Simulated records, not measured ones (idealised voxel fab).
The process module that follows is named voxel local oxidation.
Xsec cut, 185 nm wide, square cell size 5 nm.
Heads up, the way a cross-section reads in here is a grid of square cells, handed over as bands from the top down, with every band being one or more rows of cells.
The band entry comprises the height of the band's top followed by the height of its bottom, expressed in nm, and subsequently the band's materials from left to right, each stated together with its width in nm. Where a single material is marked with the word "everywhere", that material fills the band from edge to edge. The word "empty" represents empty space.
Basically, 0 is our baseline, since under it the wafer straight out of the box is all one material. The bottom band has no lower end and keeps on going down, so it looks like "0 and below".
You'd read "30..40" like this: the band's top row of cells is as wide as the first number, its bottom row is as wide as the second, and going down, every row changes width by the same amount as the row before did.
A step reported as "nothing got changed" is a step in which no cell of the cross-section changed.
Any empty space of 8 cells or more lacking an open way to the top shows up in "Internal closed voids" as width x height at distance, distance from the left edge, in nm.
Read whatever lies past the settings on a step's line as the simulator's own remark about the step.
Regarding "overlay nm": on a step with a mask, it is the distance the mask lay to the right of its planned place; a negative value places it to the left.

### The following list gives the planned process steps
| 1 | op RECEIVE | material Si |
| 2 | op OXIDIZE | depth nm 5 |
| 3 | op CONFORMAL_DEP | material SiN | thk nm 15 |
| 4 | op DIRECTIONAL_DEP | material aC | thk nm 15 |
| 5 | op PATTERN | tone cover | mask id ACTIVE | material resist | width nm 90 | thk nm 35 | overlay nm 0 |
| 6 | op DIRECTIONAL_ETCH | etch materials aC | depth nm 15 |
| 7 | op STRIP | etch materials resist |
| 8 | op DIRECTIONAL_ETCH | etch materials SiN | depth nm 15 |
| 9 | op STRIP | etch materials aC |
| 10 | op SELECTIVE_ETCH | etch materials SiO2 | depth nm 5 |
| 11 | op OXIDIZE | depth nm 15 |
| 12 | op STRIP | etch materials SiN |

### The first wafer of two, processed as planned

### Received-state cross-section, reflecting completion of step 1
- 0 and below | Si everywhere
- Internal closed voids: none

### The wafer in cross-section once step 2 is complete
- 0 down to -5 | SiO2 everywhere
- Beneath the level -5, the cross-section is identical to its previous state.

### The wafer in cross-section once step 3 is complete
- 15 down to 0 | SiN everywhere
- Beneath the level 0, the cross-section is identical to its previous state.

### The wafer in cross-section once step 4 is complete
- 30 down to 15 | aC everywhere
- Beneath the level 15, the cross-section is identical to its previous state.

### The wafer in cross-section once step 5 is complete
- 65 down to 30 | empty (45) | resist (90) | empty (50)
- Beneath the level 30, the cross-section is identical to its previous state.

### The wafer in cross-section once step 6 is complete
- 50 down to 30 | empty (45) | resist (90) | empty (50)
- 30 down to 15 | empty (45) | aC (90) | empty (50)
- Beneath the level 15, the cross-section is identical to its previous state.

### The wafer in cross-section once step 7 is complete
- 30 down to 15 | empty (45) | aC (90) | empty (50)
- Beneath the level 15, the cross-section is identical to its previous state.

### The wafer in cross-section once step 8 is complete
- 30 down to 15 | empty (45) | aC (90) | empty (50)
- 15 down to 0 | empty (45) | SiN (90) | empty (50)
- Beneath the level 0, the cross-section is identical to its previous state.

### The wafer in cross-section once step 9 is complete
- 15 down to 0 | empty (45) | SiN (90) | empty (50)
- Beneath the level 0, the cross-section is identical to its previous state.

### The wafer in cross-section once step 10 is complete
- 15 down to 0 | empty (45) | SiN (90) | empty (50)
- 0 down to -5 | empty (50) | SiO2 (80) | empty (55)
- Beneath the level -5, the cross-section is identical to its previous state.

### The wafer in cross-section once step 11 is complete
- 15 down to 0 | empty (45) | SiN (90) | empty (50)
- 0 down to -5 | empty (50) | SiO2 (80) | empty (55)
- -5 down to -20 | SiO2 (65) | Si (50) | SiO2 (70)
- Beneath the level -20, the cross-section is identical to its previous state.

### The wafer in cross-section once step 12 is complete
- 0 down to -5 | empty (50) | SiO2 (80) | empty (55)
- Beneath the level -5, the cross-section is identical to its previous state.

### Wafer two of the pair: same origin, same plan, one error during the run; identical to wafer one up to and including step 1

### Cross-section of the second wafer when, according to plan, step 2 should have finished
- 0 down to -10 | SiO2 everywhere
- Beneath the level -10, the cross-section is identical to its previous state.

### Cross-section of the second wafer when, according to plan, step 3 should have finished
- 15 down to 0 | SiN everywhere
- Beneath the level 0, the cross-section is identical to its previous state.

### Cross-section of the second wafer when, according to plan, step 4 should have finished
- 30 down to 15 | aC everywhere
- Beneath the level 15, the cross-section is identical to its previous state.

### Cross-section of the second wafer when, according to plan, step 5 should have finished
- 65 down to 30 | empty (45) | resist (90) | empty (50)
- Beneath the level 30, the cross-section is identical to its previous state.

### Cross-section of the second wafer when, according to plan, step 6 should have finished
- 50 down to 30 | empty (45) | resist (90) | empty (50)
- 30 down to 15 | empty (45) | aC (90) | empty (50)
- Beneath the level 15, the cross-section is identical to its previous state.

### Cross-section of the second wafer when, according to plan, step 7 should have finished
- 30 down to 15 | empty (45) | aC (90) | empty (50)
- Beneath the level 15, the cross-section is identical to its previous state.

### Cross-section of the second wafer when, according to plan, step 8 should have finished
- 30 down to 15 | empty (45) | aC (90) | empty (50)
- 15 down to 0 | empty (45) | SiN (90) | empty (50)
- Beneath the level 0, the cross-section is identical to its previous state.

### Cross-section of the second wafer when, according to plan, step 9 should have finished
- 15 down to 0 | empty (45) | SiN (90) | empty (50)
- Beneath the level 0, the cross-section is identical to its previous state.

### Cross-section of the second wafer when, according to plan, step 10 should have finished
- 15 down to 0 | empty (45) | SiN (90) | empty (50)
- 0 down to -5 | empty (50) | SiO2 (80) | empty (55)
- Beneath the level -5, the cross-section is identical to its previous state.

Cross-section of the second wafer when, according to plan, step 11 should have finished: nothing got changed

### Cross-section of the second wafer when, according to plan, step 12 should have finished
- 0 down to -5 | empty (50) | SiO2 (80) | empty (55)
- Beneath the level -5, the cross-section is identical to its previous state.
Error vs. plan: step 2 did not happen as planned, as run it was op OXIDIZE | depth nm 10
Wafer comparison, final, in cells, second relative to first, materials more or fewer: 44 more of Si | 44 fewer of SiO2
